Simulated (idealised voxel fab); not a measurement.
process module | voxel lift off
cross-section cut | 295 nm wide | cells 5 nm
A cross-section is a grid of square cells, given in bands from the top down. A band is one or more rows of cells.
Each band's line starts with the height of the band's top and of its bottom, in nm. Then come its materials from left to right, each with its width in nm. One material with "throughout" fills the band from edge to edge. "air" is empty space.
Height 0 is the level under which the wafer as received is all one material. The lowest band goes on downwards, as in "0 down".
A width such as "30 to 40" changes by the same amount from each row of cells to the next, from the band's top row to its bottom row.
"no change" after a step means that no cell of the cross-section changed.
closed voids: empty space of 8 cells or more with no open way to the top, each as width x height at its distance from the left edge, in nm
after a step's settings: what the simulator itself notes on the step
overlay nm, on a step with a mask: how far to the right of its planned place the mask lay; to the left if negative
plan
1 op RECEIVE | material Si
2 op CONFORMAL_DEP | material SiO2 | thk nm 15
3 op PATTERN | tone open | mask id LINES | material resist | width nm 20 | pitch nm 40 | thk nm 15 | overlay nm 0
4 op DIRECTIONAL_DEP | material Ru | thk nm 5
5 op STRIP | etch materials resist
6 op CONFORMAL_DEP | material SiCN | thk nm 5
as received, after step 1
  0 down: Si throughout
  closed voids: none
a wafer at the end: this start, this plan, one mistake
  25 to 20: air 110 | SiCN 30 | air 10 | SiCN 30 | air 115
  20 to 15: SiCN 115 | SiO2 20 | SiCN 20 | SiO2 20 | SiCN 120
  15 to 0: SiO2 throughout
  0 down: Si throughout
  closed voids: none
what went wrong: step 4 ran as: op DIRECTIONAL_DEP | material SiO2 | thk nm 5
